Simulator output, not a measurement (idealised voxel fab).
Process module, titled voxel wiring stack
This is section cut - it's 195 nm across, gridded in 5 nm square cells.
A cross-section is a grid of square cells, given in bands from the top down. A band is one or more rows of cells.
What a band's entry tells you: where the top is and where the bottom is, as heights in nm, and after that what lies inside, material by material from left to right, each with its width in nm. Empty space is written as the word "blank", and a single material marked with the word "throughout" occupies the band from edge to edge.
Height reference: 0 = level under which incoming wafer is all one material. Lowest band: no bottom, runs on downward, e.g. "from 0 down".
With a width like "30 to 40", each row of cells in the band differs from the next by the same amount, the top row carrying the first number and the bottom row the second.
Basically "no modification" means that step didn't change any cell in the cross-section.
"Closed empty spaces" contains a list of empty spaces, each no smaller than 8 cells and without an open way to the top, written in the form width x height at distance with the distance from the left edge and all three in nm.
Where a step's line continues beyond its settings, the continuation is a remark by the simulator itself on that step.
When a step includes a mask, the "overlay nm" setting on its line states how far to the right of its planned place that mask lay, and negative values state how far to the left.
-- Steps in the process plan
- 1: RECEIVE (material Si)
- 2: CONFORMAL_DEP (material SiO2; thk nm 15)
- 3: CONFORMAL_DEP (material SiCN; thk nm 5)
- 4: DIRECTIONAL_DEP (material SiO2; thk nm 20)
- 5: MASKED_ETCH (tone open; mask id METAL_1; width nm 30; pitch nm 45; etch materials SiO2; depth nm 20; overlay nm 0)
- 6: MASKED_ETCH (tone open; mask id METAL_1; width nm 30; pitch nm 45; etch materials SiCN; depth nm 5; overlay nm 0)
- 7: CONFORMAL_DEP (material TiN; thk nm 5)
- 8: FILL_DEP (material W; thk nm 10)
- 9: CMP (height nm 40)
- 10: CONFORMAL_DEP (material SiCN; thk nm 5)
- 11: DIRECTIONAL_DEP (material SiO2; thk nm 15)
- 12: MASKED_ETCH (tone open; mask id PLUG_1; width nm 15; pitch nm 45; etch materials SiO2; depth nm 15; overlay nm 0)
- 13: MASKED_ETCH (tone open; mask id PLUG_1; width nm 15; pitch nm 45; etch materials SiCN; depth nm 5; overlay nm 0)
- 14: CONFORMAL_DEP (material TiN; thk nm 5)
- 15: FILL_DEP (material Cu; thk nm 10)
- 16: CMP (height nm 60)
- 17: CONFORMAL_DEP (material SiCN; thk nm 5)
- 18: DIRECTIONAL_DEP (material lowk; thk nm 25)
- 19: DIRECTIONAL_DEP (material aC; thk nm 10)
- 20: PATTERN (tone open; mask id METAL_2; material resist; width nm 30; pitch nm 45; thk nm 30; overlay nm 0)
- 21: DIRECTIONAL_ETCH (etch materials aC; depth nm 10)
- 22: STRIP (etch materials resist)
- 23: DIRECTIONAL_ETCH (etch materials lowk; depth nm 25)
- 24: DIRECTIONAL_ETCH (etch materials SiCN; depth nm 5)
- 25: STRIP (etch materials aC)
- 26: CONFORMAL_DEP (material TiN; thk nm 5)
- 27: FILL_DEP (material Ru; thk nm 10)
- 28: CMP (height nm 90)
- 29: CONFORMAL_DEP (material SiCN; thk nm 5)
-- Cross-section: wafer on arrival = after step 1
- from 0 down: Si throughout
- Closed empty spaces: none
-- Sectioned view, first of two wafers, at the close of the module, processed as intended in the plan
- from 95 to 90: SiCN throughout
- from 90 to 65: lowk 60, TiN 5, Ru 20, TiN 5, lowk 15, TiN 5, Ru 20, TiN 5, lowk 60
- from 65 to 60: SiCN 60, TiN 30, SiCN 15, TiN 30, SiCN 60
- from 60 to 45: SiO2 60, TiN 5, Cu 5, TiN 5, SiO2 30, TiN 5, Cu 5, TiN 5, SiO2 75
- from 45 to 40: SiCN 60, TiN 15, SiCN 30, TiN 15, SiCN 75
- from 40 to 20: SiO2 60, TiN 5, W 20, TiN 5, SiO2 15, TiN 5, W 20, TiN 5, SiO2 60
- from 20 to 15: SiCN 60, TiN 30, SiCN 15, TiN 30, SiCN 60
- from 15 to 0: SiO2 throughout
- from 0 down: Si throughout
- Closed empty spaces: none
-- Wafer two cross-section, module end. Start and plan unchanged from wafer one; one mistake made during the run
- from 95 to 90: SiCN throughout
- from 90 to 70: lowk 60, TiN 5, Ru 20, TiN 5, lowk 15, TiN 5, Ru 20, TiN 5, lowk 60
- from 70 to 65: SiCN 60, TiN 30, SiCN 15, TiN 30, SiCN 60
- from 65 to 60: TiN 65, Cu 5, TiN 40, Cu 5, TiN 80
- from 60 to 45: SiO2 60, TiN 5, Cu 5, TiN 5, SiO2 30, TiN 5, Cu 5, TiN 5, SiO2 75
- from 45 to 40: SiCN 60, TiN 15, SiCN 30, TiN 15, SiCN 75
- from 40 to 20: SiO2 60, TiN 5, W 20, TiN 5, SiO2 15, TiN 5, W 20, TiN 5, SiO2 60
- from 20 to 15: SiCN 60, TiN 30, SiCN 15, TiN 30, SiCN 60
- from 15 to 0: SiO2 throughout
- from 0 down: Si throughout
- Closed empty spaces: none
Here's what went sideways: not per plan at step 16, really ran CMP (height nm 65)
Counted in cells at the end, the second wafer holds more or fewer of these materials than the first: Cu: 2 more; Ru: 8 fewer; TiN: 33 more; lowk: 27 fewer
